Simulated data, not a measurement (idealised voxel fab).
The process module presented herein is designated voxel transistor to metal.
Displayed cross-section: cut, width of 165 nm, square cells sized 5 nm.
In what follows, cross-sections appear as grids of square cells, described through bands that run from the top down, where every band is one or more rows of cells. Read a band's entry like this: the first values are the height of its top and the height of its bottom in nm, and what follows is the sequence of materials from left to right, each with its width in nm. Note that "air" is empty space, and that a single material marked "everywhere" reaches across the band from edge to edge. For the purposes of this specification, 0 denotes the height below which the wafer in its as-received condition is composed wholly of one material, and the lowermost band, lacking a lower limit, extends downward without end, as expressed in "z 0 and below". The width entry "30->40" should be interpreted row by row: the top row of cells in the band takes the first number, the bottom row takes the second number, and the change between adjacent rows is uniform throughout. Where a step carries "identical to before", the cross-section came out of it unchanged, cell for cell. What "Voids, sealed" gives you is every empty space of 8 cells or more that is cut off from the top. Each appears as width x height at distance, with the distance taken from the left edge and width, height and distance all in nm. Formally, on a step line, whatever follows the settings is a remark that the simulator itself makes on the step. The line of a step may include "overlay nm". On a step with a mask, this value is how far to the right of its planned place the mask lay. A negative value means the mask lay to the left.
[Planned process steps]
1,RECEIVE,material Si
2,CONFORMAL_DEP,material SiO2,thk nm 5
3,CONFORMAL_DEP,material SiN,thk nm 10
4,MASKED_ETCH,tone cover,mask id ACTIVE,width nm 105,etch materials SiN,depth nm 10,overlay nm 0
5,MASKED_ETCH,tone cover,mask id ACTIVE,width nm 105,etch materials SiO2,depth nm 5,overlay nm 0
6,MASKED_ETCH,tone cover,mask id ACTIVE,width nm 105,etch materials Si,depth nm 30,overlay nm 0
7,FILL_DEP,material SiO2,thk nm 5
8,CMP,height nm 15
9,SELECTIVE_ETCH,etch materials SiO2,depth nm 10
10,STRIP,etch materials SiN
11,SELECTIVE_ETCH,etch materials SiO2,depth nm 5
12,OXIDIZE,depth nm 5
13,DIRECTIONAL_DEP,material polySi,thk nm 25
14,DIRECTIONAL_DEP,material SiCN,thk nm 15
15,PATTERN,tone cover,mask id GATE,material resist,width nm 15,thk nm 20,overlay nm 0
16,DIRECTIONAL_ETCH,etch materials SiCN,depth nm 25
17,DIRECTIONAL_ETCH,etch materials polySi,depth nm 35
18,STRIP,etch materials resist
19,CONFORMAL_DEP,material SiO2,thk nm 5
20,DIRECTIONAL_ETCH,etch materials SiO2,depth nm 5
21,CONFORMAL_DEP,material SiN,thk nm 5
22,DIRECTIONAL_ETCH,etch materials SiN,depth nm 5
23,DIRECTIONAL_ETCH,etch materials SiO2,depth nm 5
24,DIRECTIONAL_ETCH,etch materials Si,depth nm 10
25,EPI,material pSi,thk nm 15
26,FILL_DEP,material SiO2,thk nm 5
27,CMP,height nm 40
28,DIRECTIONAL_DEP,material SiO2,thk nm 10
29,DIRECTIONAL_DEP,material aC,thk nm 10
30,PATTERN,tone open,mask id CONTACT,material resist,width nm 30,pitch nm 55,thk nm 25,overlay nm 0
31,DIRECTIONAL_ETCH,etch materials aC,depth nm 10
32,STRIP,etch materials resist
33,DIRECTIONAL_ETCH,etch materials SiO2,depth nm 50
34,STRIP,etch materials aC
35,CONFORMAL_DEP,material TiN,thk nm 5
36,FILL_DEP,material W,thk nm 10
37,CMP,height nm 50
38,DIRECTIONAL_DEP,material TiN,thk nm 5
39,DIRECTIONAL_DEP,material W,thk nm 20
40,MASKED_ETCH,tone cover,mask id METAL_1,width nm 15,pitch nm 70,etch materials W,depth nm 20,overlay nm 0
41,MASKED_ETCH,tone cover,mask id METAL_1,width nm 15,pitch nm 70,etch materials TiN,depth nm 5,overlay nm 0
42,FILL_DEP,material lowk,thk nm 10
43,CMP,height nm 75
44,CONFORMAL_DEP,material SiCN,thk nm 5
45,DIRECTIONAL_DEP,material lowk,thk nm 25
46,MASKED_ETCH,tone open,mask id METAL_2,width nm 15,pitch nm 70,etch materials lowk,depth nm 15,overlay nm 0
47,MASKED_ETCH,tone open,mask id METAL_2_HOLES,width nm 15,pitch nm 70,etch materials lowk,depth nm 10,overlay nm 0
48,MASKED_ETCH,tone open,mask id METAL_2_HOLES,width nm 15,pitch nm 70,etch materials SiCN,depth nm 5,overlay nm 0
49,CONFORMAL_DEP,material TiN,thk nm 5
50,FILL_DEP,material Cu,thk nm 10
51,CMP,height nm 105
52,CONFORMAL_DEP,material SiCN,thk nm 5
Quick note for whoever runs this: the wafers start identical, but the depth nm at step 20 isn't the same across them. The plan just shows what the first wafer had.
[Here's the first of the wafers in cross-section, just as we got it, i.e. after step 1]
* z 0 and below  Si everywhere
* Voids, sealed: none
[Cross-sectional representation of the first of several wafers at the end of the module, i.e. after its terminal step, step 52]
* z 110 to 105  SiCN everywhere
* z 105 to 80  lowk: 40; TiN: 5; Cu: 5; TiN: 5; lowk: 55; TiN: 5; Cu: 5; TiN: 5; lowk: 40
* z 80 to 75  SiCN: 40; TiN: 15; SiCN: 55; TiN: 15; SiCN: 40
* z 75 to 55  lowk: 40; W: 15; lowk: 55; W: 15; lowk: 40
* z 55 to 50  lowk: 40; TiN: 15; lowk: 55; TiN: 15; lowk: 40
* z 50 to 40  SiO2: 40; TiN: 5; W: 20->15; TiN: 5->10; SiO2: 25; TiN: 5->10; W: 20->15; TiN: 5; SiO2: 40
* z 40 to 25  SiO2: 40; TiN: 5; W: 15; TiN: 5; SiN: 5; SiO2: 5; SiCN: 15; SiO2: 5; SiN: 5; TiN: 5; W: 15; TiN: 5; SiO2: 40
* z 25 to 15  SiO2: 40; TiN: 5; W: 15; TiN: 5; SiN: 5; SiO2: 5; polySi: 15; SiO2: 5; SiN: 5; TiN: 5; W: 15; TiN: 5; SiO2: 40
* z 15 to 10  SiO2: 40; TiN: 25; SiN: 5; SiO2: 5; polySi: 15; SiO2: 5; SiN: 5; TiN: 25; SiO2: 40
* z 10 to 0  SiO2: 40; TiN: 10; pSi: 15; SiN: 5; SiO2: 5; polySi: 15; SiO2: 5; SiN: 5; pSi: 15; TiN: 10; SiO2: 40
* z 0 to -5  SiO2: 25; pSi: 40; SiO2: 35; pSi: 40; SiO2: 25
* z -5 to -15  SiO2: 30; pSi: 35; Si: 35; pSi: 35; SiO2: 30
* z -15 to -30  SiO2: 30; Si: 105; SiO2: 30
* z -30 and below  Si everywhere
* Voids, sealed: none
[End of module, last wafer sectioned]
* z 110 to 105  SiCN everywhere
* z 105 to 80  lowk: 40; TiN: 5; Cu: 5; TiN: 5; lowk: 55; TiN: 5; Cu: 5; TiN: 5; lowk: 40
* z 80 to 75  SiCN: 40; TiN: 15; SiCN: 55; TiN: 15; SiCN: 40
* z 75 to 55  lowk: 40; W: 15; lowk: 55; W: 15; lowk: 40
* z 55 to 50  lowk: 40; TiN: 15; lowk: 55; TiN: 15; lowk: 40
* z 50 to 40  SiO2: 40; TiN: 5; W: 20; TiN: 5; SiO2: 25; TiN: 5; W: 20; TiN: 5; SiO2: 40
* z 40 to 30  SiO2: 40; TiN: 5; W: 20; TiN: 5; SiN: 5; SiCN: 15; SiN: 5; TiN: 5; W: 20; TiN: 5; SiO2: 40
* z 30 to 25  SiO2: 40; TiN: 5; W: 15; TiN: 10; SiN: 5; SiCN: 15; SiN: 5; TiN: 10; W: 15; TiN: 5; SiO2: 40
* z 25 to 15  SiO2: 40; TiN: 5; W: 15; TiN: 5; SiN: 5; SiO2: 5; polySi: 15; SiO2: 5; SiN: 5; TiN: 5; W: 15; TiN: 5; SiO2: 40
* z 15 to 10  SiO2: 40; TiN: 25; SiN: 5; SiO2: 5; polySi: 15; SiO2: 5; SiN: 5; TiN: 25; SiO2: 40
* z 10 to 0  SiO2: 40; TiN: 10; pSi: 15; SiN: 5; SiO2: 5; polySi: 15; SiO2: 5; SiN: 5; pSi: 15; TiN: 10; SiO2: 40
* z 0 to -5  SiO2: 25; pSi: 40; SiN: 5; SiO2: 25; SiN: 5; pSi: 40; SiO2: 25
* z -5 to -15  SiO2: 25; SiN: 5; pSi: 35; Si: 35; pSi: 35; SiN: 5; SiO2: 25
* z -15 to -30  SiO2: 30; Si: 105; SiO2: 30
* z -30 and below  Si everywhere
* Voids, sealed: none
[Per wafer, end of module: cells gained (+) or lost (-) per material since receipt, then closed voids]
depth nm 5 | +10 Cu | -121 Si | +69 SiCN | +16 SiN | +263 SiO2 | +80 TiN | +68 W | +270 lowk | +56 pSi | +15 polySi | Voids, sealed: none
depth nm 10 | +10 Cu | -121 Si | +69 SiCN | +18 SiN | +253 SiO2 | +80 TiN | +70 W | +270 lowk | +62 pSi | +15 polySi | Voids, sealed: none
depth nm 15 | +10 Cu | -121 Si | +69 SiCN | +20 SiN | +255 SiO2 | +80 TiN | +72 W | +270 lowk | +56 pSi | +15 polySi | Voids, sealed: none
depth nm 20 | +10 Cu | -121 Si | +69 SiCN | +22 SiN | +251 SiO2 | +80 TiN | +74 W | +270 lowk | +56 pSi | +15 polySi | Voids, sealed: none
